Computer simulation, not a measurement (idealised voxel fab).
Herein follows the process module entitled voxel capacitor over wiring.
Xsec cut, 275 nm wide, square cell size 5 nm.
If you're reading a cross-section in this doc, picture square cells in a grid; it comes to you as bands, top ones listed first down to the bottom, and a band can be one or more rows of cells.
Per band: top height and bottom height in nm, followed by the left-to-right materials and their widths in nm; "everywhere" marks a single material spanning edge to edge, "empty" marks empty space.
We count height from 0. Below that, the starting wafer is all one material. The lowest band never ends at the bottom but goes on down; see "0 and below" for how that is written.
Read "30..40" as a graded width: first number on top, second number at the bottom, same change between each pair of neighbouring rows.
You'll sometimes find "everything unchanged" written for a step, and that's the way of saying that nowhere in the cross-section did a cell change during that step.
What "Enclosed void catalog" gives you is every empty space of 8 cells or more that is cut off from the top. Each appears as width x height at distance, with the distance taken from the left edge and width, height and distance all in nm.
On a step's line, text after the settings is the simulator commenting on that step.
"overlay nm", when on a step's line for a step with a mask, measures how far to the right of its planned place the mask lay; a negative measure means to the left.

Process steps (planned):
step 1: RECEIVE, material Si
step 2: CONFORMAL_DEP, material SiO2, thk nm 10
step 3: DIRECTIONAL_DEP, material TiN, thk nm 5
step 4: DIRECTIONAL_DEP, material W, thk nm 20
step 5: PATTERN, tone cover, mask id METAL_1, material resist, width nm 30, pitch nm 80, thk nm 20, overlay nm 0
step 6: DIRECTIONAL_ETCH, etch materials W, depth nm 20
step 7: DIRECTIONAL_ETCH, etch materials TiN, depth nm 5
step 8: STRIP, etch materials resist
step 9: FILL_DEP, material lowk, thk nm 10
step 10: CMP, height nm 35
step 11: CONFORMAL_DEP, material SiCN, thk nm 5
step 12: DIRECTIONAL_DEP, material SiO2, thk nm 15
step 13: MASKED_ETCH, tone open, mask id PLUG_1, width nm 15, etch materials SiO2, depth nm 15, overlay nm 0
step 14: MASKED_ETCH, tone open, mask id PLUG_1, width nm 15, etch materials SiCN, depth nm 5, overlay nm 0
step 15: EPI, material Ru, thk nm 10
step 16: EPI, material Ru, thk nm 10
step 17: DIRECTIONAL_DEP, material TiN, thk nm 5
step 18: DIRECTIONAL_DEP, material HfO2, thk nm 5
step 19: DIRECTIONAL_DEP, material TiN, thk nm 5
step 20: DIRECTIONAL_DEP, material aC, thk nm 10
step 21: PATTERN, tone cover, mask id UPPER_PLATE, material resist, width nm 55, thk nm 25, overlay nm 0
step 22: DIRECTIONAL_ETCH, etch materials aC, depth nm 10
step 23: STRIP, etch materials resist
step 24: DIRECTIONAL_ETCH, etch materials TiN, depth nm 5
step 25: DIRECTIONAL_ETCH, etch materials HfO2, depth nm 5
step 26: STRIP, etch materials aC
step 27: MASKED_ETCH, tone cover, mask id LOWER_PLATE, width nm 65, etch materials TiN, depth nm 5, overlay nm 0
step 28: FILL_DEP, material SiO2, thk nm 15
step 29: CMP, height nm 80
step 30: MASKED_ETCH, tone open, mask id PLUG_2, width nm 15, etch materials SiO2, depth nm 10, overlay nm 0
step 31: CONFORMAL_DEP, material TiN, thk nm 5
step 32: FILL_DEP, material Ru, thk nm 10
step 33: CMP, height nm 80
step 34: CONFORMAL_DEP, material SiN, thk nm 5

Wafer, first of two, run as planned:

As received (post step 1): cross-section:
  0 and below: Si everywhere
  Enclosed void catalog: none

The following cross-section depicts the wafer upon completion of step 2:
  10 down to 0: SiO2 everywhere
  Anything lower than 0 is untouched.

The following cross-section depicts the wafer upon completion of step 3:
  15 down to 10: TiN everywhere
  Anything lower than 10 is untouched.

The following cross-section depicts the wafer upon completion of step 4:
  35 down to 15: W everywhere
  Anything lower than 15 is untouched.

The following cross-section depicts the wafer upon completion of step 5:
  55 down to 35: 80 empty | 30 resist | 50 empty | 30 resist | 85 empty
  Anything lower than 35 is untouched.

The following cross-section depicts the wafer upon completion of step 6:
  55 down to 35: 80 empty | 30 resist | 50 empty | 30 resist | 85 empty
  35 down to 15: 80 empty | 30 W | 50 empty | 30 W | 85 empty
  Anything lower than 15 is untouched.

The following cross-section depicts the wafer upon completion of step 7:
  55 down to 35: 80 empty | 30 resist | 50 empty | 30 resist | 85 empty
  35 down to 15: 80 empty | 30 W | 50 empty | 30 W | 85 empty
  15 down to 10: 80 empty | 30 TiN | 50 empty | 30 TiN | 85 empty
  Anything lower than 10 is untouched.

The following cross-section depicts the wafer upon completion of step 8:
  35 down to 15: 80 empty | 30 W | 50 empty | 30 W | 85 empty
  Anything lower than 15 is untouched.

The following cross-section depicts the wafer upon completion of step 9:
  45 down to 35: lowk everywhere
  35 down to 15: 80 lowk | 30 W | 50 lowk | 30 W | 85 lowk
  15 down to 10: 80 lowk | 30 TiN | 50 lowk | 30 TiN | 85 lowk
  Anything lower than 10 is untouched.

The following cross-section depicts the wafer upon completion of step 10:
  35 down to 15: 80 lowk | 30 W | 50 lowk | 30 W | 85 lowk
  Anything lower than 15 is untouched.

The following cross-section depicts the wafer upon completion of step 11:
  40 down to 35: SiCN everywhere
  Anything lower than 35 is untouched.

The following cross-section depicts the wafer upon completion of step 12:
  55 down to 40: SiO2 everywhere
  Anything lower than 40 is untouched.

The following cross-section depicts the wafer upon completion of step 13:
  55 down to 40: 95 SiO2 | 15 empty | 165 SiO2
  Anything lower than 40 is untouched.

The following cross-section depicts the wafer upon completion of step 14:
  55 down to 40: 95 SiO2 | 15 empty | 165 SiO2
  40 down to 35: 95 SiCN | 15 empty | 165 SiCN
  Anything lower than 35 is untouched.

The following cross-section depicts the wafer upon completion of step 15:
  55 down to 45: 95 SiO2 | 15 empty | 165 SiO2
  45 down to 40: 95 SiO2 | 15 Ru | 165 SiO2
  40 down to 35: 95 SiCN | 15 Ru | 165 SiCN
  Anything lower than 35 is untouched.

The following cross-section depicts the wafer upon completion of step 16:
  55 down to 40: 95 SiO2 | 15 Ru | 165 SiO2
  Anything lower than 40 is untouched.

The following cross-section depicts the wafer upon completion of step 17:
  60 down to 55: TiN everywhere
  Anything lower than 55 is untouched.

The following cross-section depicts the wafer upon completion of step 18:
  65 down to 60: HfO2 everywhere
  Anything lower than 60 is untouched.

The following cross-section depicts the wafer upon completion of step 19:
  70 down to 65: TiN everywhere
  Anything lower than 65 is untouched.

The following cross-section depicts the wafer upon completion of step 20:
  80 down to 70: aC everywhere
  Anything lower than 70 is untouched.

The following cross-section depicts the wafer upon completion of step 21:
  105 down to 80: 95 empty | 55 resist | 125 empty
  Anything lower than 80 is untouched.

The following cross-section depicts the wafer upon completion of step 22:
  95 down to 80: 95 empty | 55 resist | 125 empty
  80 down to 70: 95 empty | 55 aC | 125 empty
  Anything lower than 70 is untouched.

The following cross-section depicts the wafer upon completion of step 23:
  80 down to 70: 95 empty | 55 aC | 125 empty
  Anything lower than 70 is untouched.

The following cross-section depicts the wafer upon completion of step 24:
  80 down to 70: 95 empty | 55 aC | 125 empty
  70 down to 65: 95 empty | 55 TiN | 125 empty
  Anything lower than 65 is untouched.

The following cross-section depicts the wafer upon completion of step 25:
  80 down to 70: 95 empty | 55 aC | 125 empty
  70 down to 65: 95 empty | 55 TiN | 125 empty
  65 down to 60: 95 empty | 55 HfO2 | 125 empty
  Anything lower than 60 is untouched.

The following cross-section depicts the wafer upon completion of step 26:
  70 down to 65: 95 empty | 55 TiN | 125 empty
  Anything lower than 65 is untouched.

The following cross-section depicts the wafer upon completion of step 27:
  70 down to 65: 95 empty | 55 TiN | 125 empty
  65 down to 60: 95 empty | 55 HfO2 | 125 empty
  60 down to 55: 90 empty | 65 TiN | 120 empty
  Anything lower than 55 is untouched.

The following cross-section depicts the wafer upon completion of step 28:
  85 down to 70: SiO2 everywhere
  70 down to 65: 95 SiO2 | 55 TiN | 125 SiO2
  65 down to 60: 95 SiO2 | 55 HfO2 | 125 SiO2
  60 down to 55: 90 SiO2 | 65 TiN | 120 SiO2
  Anything lower than 55 is untouched.

The following cross-section depicts the wafer upon completion of step 29:
  80 down to 70: SiO2 everywhere
  Anything lower than 70 is untouched.

The following cross-section depicts the wafer upon completion of step 30:
  80 down to 70: 105 SiO2 | 15 empty | 155 SiO2
  Anything lower than 70 is untouched.

The following cross-section depicts the wafer upon completion of step 31:
  85 down to 80: 110 TiN | 5 empty | 160 TiN
  80 down to 75: 105 SiO2 | 5 TiN | 5 empty | 5 TiN | 155 SiO2
  75 down to 65: 105..95 SiO2 | 15..55 TiN | 155..125 SiO2
  Anything lower than 65 is untouched.

The following cross-section depicts the wafer upon completion of step 32:
  95 down to 85: Ru everywhere
  85 down to 80: 110 TiN | 5 Ru | 160 TiN
  80 down to 75: 105 SiO2 | 5 TiN | 5 Ru | 5 TiN | 155 SiO2
  Anything lower than 75 is untouched.

The following cross-section depicts the wafer upon completion of step 33:
  80 down to 75: 105 SiO2 | 5 TiN | 5 Ru | 5 TiN | 155 SiO2
  Anything lower than 75 is untouched.

The following cross-section depicts the wafer upon completion of step 34:
  85 down to 80: SiN everywhere
  Anything lower than 80 is untouched.

Okay, second wafer. Nothing different at the start, nothing different in the plan, just one mistake somewhere in the running. As far as step 15, counting that step, it's the first wafer all over again:

Cross-section: second wafer, time at which step 16 was scheduled to end:
  60 down to 55: 95 TiN | 15 empty | 165 TiN
  55 down to 50: 95 SiO2 | 15 empty | 165 SiO2
  50 down to 45: 95 SiO2 | 15 TiN | 165 SiO2
  Anything lower than 45 is untouched.

Cross-section: second wafer, time at which step 17 was scheduled to end:
  70 down to 60: Ru everywhere
  60 down to 55: 95 TiN | 15 Ru | 165 TiN
  55 down to 50: 95 SiO2 | 15 Ru | 165 SiO2
  Anything lower than 50 is untouched.

Cross-section: second wafer, time at which step 18 was scheduled to end:
  75 down to 70: HfO2 everywhere
  Anything lower than 70 is untouched.

Cross-section: second wafer, time at which step 19 was scheduled to end:
  80 down to 75: TiN everywhere
  Anything lower than 75 is untouched.

Cross-section: second wafer, time at which step 20 was scheduled to end:
  90 down to 80: aC everywhere
  Anything lower than 80 is untouched.

Cross-section: second wafer, time at which step 21 was scheduled to end:
  115 down to 90: 95 empty | 55 resist | 125 empty
  Anything lower than 90 is untouched.

Cross-section: second wafer, time at which step 22 was scheduled to end:
  105 down to 90: 95 empty | 55 resist | 125 empty
  90 down to 80: 95 empty | 55 aC | 125 empty
  Anything lower than 80 is untouched.

Cross-section: second wafer, time at which step 23 was scheduled to end:
  90 down to 80: 95 empty | 55 aC | 125 empty
  Anything lower than 80 is untouched.

Cross-section: second wafer, time at which step 24 was scheduled to end:
  90 down to 80: 95 empty | 55 aC | 125 empty
  80 down to 75: 95 empty | 55 TiN | 125 empty
  Anything lower than 75 is untouched.

Cross-section: second wafer, time at which step 25 was scheduled to end:
  90 down to 80: 95 empty | 55 aC | 125 empty
  80 down to 75: 95 empty | 55 TiN | 125 empty
  75 down to 70: 95 empty | 55 HfO2 | 125 empty
  Anything lower than 70 is untouched.

Cross-section: second wafer, time at which step 26 was scheduled to end:
  80 down to 75: 95 empty | 55 TiN | 125 empty
  Anything lower than 75 is untouched.

Cross-section: second wafer, time at which step 27 was scheduled to end: everything unchanged

Cross-section: second wafer, time at which step 28 was scheduled to end:
  95 down to 80: SiO2 everywhere
  80 down to 75: 95 SiO2 | 55 TiN | 125 SiO2
  75 down to 70: 95 SiO2 | 55 HfO2 | 125 SiO2
  Anything lower than 70 is untouched.

Cross-section: second wafer, time at which step 29 was scheduled to end:
  80 down to 75: 95 SiO2 | 55 TiN | 125 SiO2
  Anything lower than 75 is untouched.

Cross-section: second wafer, time at which step 30 was scheduled to end: everything unchanged

Cross-section: second wafer, time at which step 31 was scheduled to end:
  85 down to 80: TiN everywhere
  Anything lower than 80 is untouched.

Cross-section: second wafer, time at which step 32 was scheduled to end:
  95 down to 85: Ru everywhere
  Anything lower than 85 is untouched.

Cross-section: second wafer, time at which step 33 was scheduled to end:
  80 down to 75: 95 SiO2 | 55 TiN | 125 SiO2
  Anything lower than 75 is untouched.

Cross-section: second wafer, time at which step 34 was scheduled to end:
  85 down to 80: SiN everywhere
  Anything lower than 80 is untouched.
The plan and the run diverged here: ran 16 and 17 in swapped order versus the plan
Wafer comparison, final, in cells, second relative to first, materials more or fewer: 109 more of Ru; 146 fewer of SiO2; 37 more of TiN
